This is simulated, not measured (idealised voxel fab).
You're looking at the process module voxel quadruple lines.
The cross-section on display is named cut; it measures 285 nm wide, and its cells are 5 nm squares.
When this document writes out a cross-section, it uses a grid of square cells and lists it as bands, beginning at the top and moving down, with a band standing for one or more rows of cells. Band entry format. Leading values: height of top, height of bottom, nm. Remainder: materials in left-to-right order, each with its width in nm. Special words: "all across" on a single material, which then fills the band edge to edge; "blank", empty space. Where do heights start? At 0: under that level the wafer as delivered is made of one material only. And the lowest band has no floor; it just carries on downward, as in "0 nm and below". Read "30->40" as a graded width: first number on top, second number at the bottom, same change between each pair of neighbouring rows. The cross-section has no changed cell in any step marked "no alteration". "Closed voids list" contains a list of empty spaces, each no smaller than 8 cells and without an open way to the top, written in the form width x height at distance with the distance from the left edge and all three in nm. It should be noted that, on the line of a given step, the content following the step's settings is a remark produced by the simulator itself with respect to that step. For masked steps, "overlay nm" on the step line gives how far right of plan the mask actually lay; a minus sign means it lay to the left.

### plan
1. RECEIVE: material Si
2. CONFORMAL_DEP: material Al2O3, thk nm 10
3. DIRECTIONAL_DEP: material W, thk nm 10
4. DIRECTIONAL_DEP: material polySi, thk nm 20
5. DIRECTIONAL_DEP: material aC, thk nm 25
6. PATTERN: tone cover, mask id MANDREL, material resist, width nm 30, pitch nm 80, thk nm 35, overlay nm 0
7. DIRECTIONAL_ETCH: etch materials aC, depth nm 25
8. STRIP: etch materials resist
9. CONFORMAL_DEP: material SiO2, thk nm 10
10. DIRECTIONAL_ETCH: etch materials SiO2, depth nm 10
11. STRIP: etch materials aC
12. DIRECTIONAL_ETCH: etch materials polySi, depth nm 20
13. STRIP: etch materials SiO2
14. CONFORMAL_DEP: material SiCN, thk nm 10
15. DIRECTIONAL_ETCH: etch materials SiCN, depth nm 10
16. STRIP: etch materials polySi
17. DIRECTIONAL_ETCH: etch materials W, depth nm 10
18. STRIP: etch materials SiCN

### On the first of the two wafers: run conducted according to plan

### Here's what the wafer looked like in cross-section when it arrived - that's after step 1
0 nm and below  Si all across
Closed voids list: none

### The wafer in cross-section once step 2 is complete
10 nm to 0 nm  Al2O3 all across
Below 0 it's all the same as before, nothing changed down there.

### The wafer in cross-section once step 3 is complete
20 nm to 10 nm  W all across
Below 10 it's all the same as before, nothing changed down there.

### The wafer in cross-section once step 4 is complete
40 nm to 20 nm  polySi all across
Below 20 it's all the same as before, nothing changed down there.

### The wafer in cross-section once step 5 is complete
65 nm to 40 nm  aC all across
Below 40 it's all the same as before, nothing changed down there.

### The wafer in cross-section once step 6 is complete
100 nm to 65 nm  blank 85, then resist 30, then blank 50, then resist 30, then blank 90
Below 65 it's all the same as before, nothing changed down there.

### The wafer in cross-section once step 7 is complete
75 nm to 65 nm  blank 85, then resist 30, then blank 50, then resist 30, then blank 90
65 nm to 40 nm  blank 85, then aC 30, then blank 50, then aC 30, then blank 90
Below 40 it's all the same as before, nothing changed down there.

### The wafer in cross-section once step 8 is complete
65 nm to 40 nm  blank 85, then aC 30, then blank 50, then aC 30, then blank 90
Below 40 it's all the same as before, nothing changed down there.

### The wafer in cross-section once step 9 is complete
75 nm to 65 nm  blank 75, then SiO2 50, then blank 30, then SiO2 50, then blank 80
65 nm to 50 nm  blank 75, then SiO2 10, then aC 30, then SiO2 10, then blank 30, then SiO2 10, then aC 30, then SiO2 10, then blank 80
50 nm to 40 nm  SiO2 85, then aC 30, then SiO2 50, then aC 30, then SiO2 90
Below 40 it's all the same as before, nothing changed down there.

### The wafer in cross-section once step 10 is complete
65 nm to 40 nm  blank 75, then SiO2 10, then aC 30, then SiO2 10, then blank 30, then SiO2 10, then aC 30, then SiO2 10, then blank 80
Below 40 it's all the same as before, nothing changed down there.

### The wafer in cross-section once step 11 is complete
65 nm to 40 nm  blank 75, then SiO2 10, then blank 30, then SiO2 10, then blank 30, then SiO2 10, then blank 30, then SiO2 10, then blank 80
Below 40 it's all the same as before, nothing changed down there.

### The wafer in cross-section once step 12 is complete
65 nm to 40 nm  blank 75, then SiO2 10, then blank 30, then SiO2 10, then blank 30, then SiO2 10, then blank 30, then SiO2 10, then blank 80
40 nm to 20 nm  blank 75, then polySi 10, then blank 30, then polySi 10, then blank 30, then polySi 10, then blank 30, then polySi 10, then blank 80
Below 20 it's all the same as before, nothing changed down there.

### The wafer in cross-section once step 13 is complete
40 nm to 20 nm  blank 75, then polySi 10, then blank 30, then polySi 10, then blank 30, then polySi 10, then blank 30, then polySi 10, then blank 80
Below 20 it's all the same as before, nothing changed down there.

### The wafer in cross-section once step 14 is complete
50 nm to 40 nm  blank 65, then SiCN 30, then blank 10, then SiCN 30, then blank 10, then SiCN 30, then blank 10, then SiCN 30, then blank 70
40 nm to 30 nm  blank 65, then SiCN 10, then polySi 10, then SiCN 10, then blank 10, then SiCN 10, then polySi 10, then SiCN 10, then blank 10, then SiCN 10, then polySi 10, then SiCN 10, then blank 10, then SiCN 10, then polySi 10, then SiCN 10, then blank 70
30 nm to 20 nm  SiCN 75, then polySi 10, then SiCN 30, then polySi 10, then SiCN 30, then polySi 10, then SiCN 30, then polySi 10, then SiCN 80
Below 20 it's all the same as before, nothing changed down there.

### The wafer in cross-section once step 15 is complete
40 nm to 20 nm  blank 65, then SiCN 10, then polySi 10, then SiCN 10, then blank 10, then SiCN 10, then polySi 10, then SiCN 10, then blank 10, then SiCN 10, then polySi 10, then SiCN 10, then blank 10, then SiCN 10, then polySi 10, then SiCN 10, then blank 70
Below 20 it's all the same as before, nothing changed down there.

### The wafer in cross-section once step 16 is complete
40 nm to 20 nm  blank 65, then SiCN 10, then blank 10, then SiCN 10, then blank 10, then SiCN 10, then blank 10, then SiCN 10, then blank 10, then SiCN 10, then blank 10, then SiCN 10, then blank 10, then SiCN 10, then blank 10, then SiCN 10, then blank 70
Below 20 it's all the same as before, nothing changed down there.

### The wafer in cross-section once step 17 is complete
40 nm to 20 nm  blank 65, then SiCN 10, then blank 10, then SiCN 10, then blank 10, then SiCN 10, then blank 10, then SiCN 10, then blank 10, then SiCN 10, then blank 10, then SiCN 10, then blank 10, then SiCN 10, then blank 10, then SiCN 10, then blank 70
20 nm to 10 nm  blank 65, then W 10, then blank 10, then W 10, then blank 10, then W 10, then blank 10, then W 10, then blank 10, then W 10, then blank 10, then W 10, then blank 10, then W 10, then blank 10, then W 10, then blank 70
Below 10 it's all the same as before, nothing changed down there.

### The wafer in cross-section once step 18 is complete
20 nm to 10 nm  blank 65, then W 10, then blank 10, then W 10, then blank 10, then W 10, then blank 10, then W 10, then blank 10, then W 10, then blank 10, then W 10, then blank 10, then W 10, then blank 10, then W 10, then blank 70
Below 10 it's all the same as before, nothing changed down there.

### Second of two: same start, same plan, one run error; steps up to and including 13 match the first

### Second wafer at the planned finish of step 14, seen in cross-section
45 nm to 40 nm  blank 70, then SiCN 20, then blank 20, then SiCN 20, then blank 20, then SiCN 20, then blank 20, then SiCN 20, then blank 75
40 nm to 25 nm  blank 70, then SiCN 5, then polySi 10, then SiCN 5, then blank 20, then SiCN 5, then polySi 10, then SiCN 5, then blank 20, then SiCN 5, then polySi 10, then SiCN 5, then blank 20, then SiCN 5, then polySi 10, then SiCN 5, then blank 75
25 nm to 20 nm  SiCN 75, then polySi 10, then SiCN 30, then polySi 10, then SiCN 30, then polySi 10, then SiCN 30, then polySi 10, then SiCN 80
Below 20 it's all the same as before, nothing changed down there.

### Second wafer at the planned finish of step 15, seen in cross-section
40 nm to 35 nm  blank 75, then polySi 10, then blank 30, then polySi 10, then blank 30, then polySi 10, then blank 30, then polySi 10, then blank 80
35 nm to 20 nm  blank 70, then SiCN 5, then polySi 10, then SiCN 5, then blank 20, then SiCN 5, then polySi 10, then SiCN 5, then blank 20, then SiCN 5, then polySi 10, then SiCN 5, then blank 20, then SiCN 5, then polySi 10, then SiCN 5, then blank 75
Below 20 it's all the same as before, nothing changed down there.

### Second wafer at the planned finish of step 16, seen in cross-section
35 nm to 20 nm  blank 70, then SiCN 5, then blank 10, then SiCN 5, then blank 20, then SiCN 5, then blank 10, then SiCN 5, then blank 20, then SiCN 5, then blank 10, then SiCN 5, then blank 20, then SiCN 5, then blank 10, then SiCN 5, then blank 75
Below 20 it's all the same as before, nothing changed down there.

### Second wafer at the planned finish of step 17, seen in cross-section
35 nm to 20 nm  blank 70, then SiCN 5, then blank 10, then SiCN 5, then blank 20, then SiCN 5, then blank 10, then SiCN 5, then blank 20, then SiCN 5, then blank 10, then SiCN 5, then blank 20, then SiCN 5, then blank 10, then SiCN 5, then blank 75
20 nm to 10 nm  blank 70, then W 5, then blank 10, then W 5, then blank 20, then W 5, then blank 10, then W 5, then blank 20, then W 5, then blank 10, then W 5, then blank 20, then W 5, then blank 10, then W 5, then blank 75
Below 10 it's all the same as before, nothing changed down there.

### Second wafer at the planned finish of step 18, seen in cross-section
20 nm to 10 nm  blank 70, then W 5, then blank 10, then W 5, then blank 20, then W 5, then blank 10, then W 5, then blank 20, then W 5, then blank 10, then W 5, then blank 20, then W 5, then blank 10, then W 5, then blank 75
Below 10 it's all the same as before, nothing changed down there.
It is concluded that the wafer was processed incorrectly with respect to the plan, in that off-plan run, step 14, actual operation and settings CONFORMAL_DEP: material SiCN, thk nm 5
In the final state, the cell counts of the second wafer exceed or fall short of those of the first for the following materials: W: 16 fewer
